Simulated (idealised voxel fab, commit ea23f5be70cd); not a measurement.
Proc. module: voxel spacer lines
Square cells of 5 nm make up the cross-section cut, whose width is 280 nm.
If you're reading a cross-section in this doc, picture square cells in a grid; it comes to you as bands, top ones listed first down to the bottom, and a band can be one or more rows of cells. The entry gives the band's vertical extent as a top height and a bottom height in nm, then its horizontal make-up as materials from left to right, each with a width in nm. "empty" stands for empty space; a single material marked "edge to edge" fills the band edge to edge. Convention: height 0 is the level below which the wafer, as received, is all one material. The lowest band does not terminate at the bottom but continues downward, represented as "0..down". The notation "30 to 40" denotes a width that varies across the rows of cells in the band, beginning at the first number in the top row, finishing at the second number in the bottom row, and changing by an identical amount from each row to the next. No cell of the cross-section changed in a step that is given as "stayed the same". Closed empty spaces: empty space of 8 cells or more with no open way to the top, each as width x height at its distance from the left edge, in nm. Whatever follows a step's settings on its line is a remark the simulator itself makes about that step. "overlay nm" on a masked step: distance the mask lay right of its planned place, negative for left.
[Set out below are the planned steps of the process]
1) RECEIVE with material Si
2) CONFORMAL_DEP with material Al2O3, thk nm 10
3) DIRECTIONAL_DEP with material SiN, thk nm 10
4) DIRECTIONAL_DEP with material aC, thk nm 20
5) PATTERN with tone cover, mask id MANDREL, material resist, width nm 15, pitch nm 50, thk nm 25, overlay nm 0
6) DIRECTIONAL_ETCH with etch materials aC, depth nm 20
7) STRIP with etch materials resist
8) CONFORMAL_DEP with material SiO2, thk nm 10
9) DIRECTIONAL_ETCH with etch materials SiO2, depth nm 10
10) STRIP with etch materials aC
11) DIRECTIONAL_ETCH with etch materials SiN, depth nm 10
12) STRIP with etch materials SiO2
13) FILL_DEP with material SiO2, thk nm 10
14) CMP with height nm 20
The value of width nm given for step 5 in the plan refers to the first wafer; the wafers vary in this setting and are alike at the start.
[First of several wafers (as received, post step 1), cross-sectional view]
  0..down = Si edge to edge
  Closed empty spaces: none
[The following table contains a row per wafer, in which are reported, at the conclusion of the module, the cells of each material gained (+) or lost (-) since the wafer's receipt, with its closed voids given thereafter]
width nm 15; +112 Al2O3; +16 SiN; +96 SiO2; Closed empty spaces: none
width nm 20; +112 Al2O3; +16 SiN; +96 SiO2; Closed empty spaces: none
width nm 25; +112 Al2O3; +16 SiN; +96 SiO2; Closed empty spaces: none
width nm 30; +112 Al2O3; +16 SiN; +96 SiO2; Closed empty spaces: none
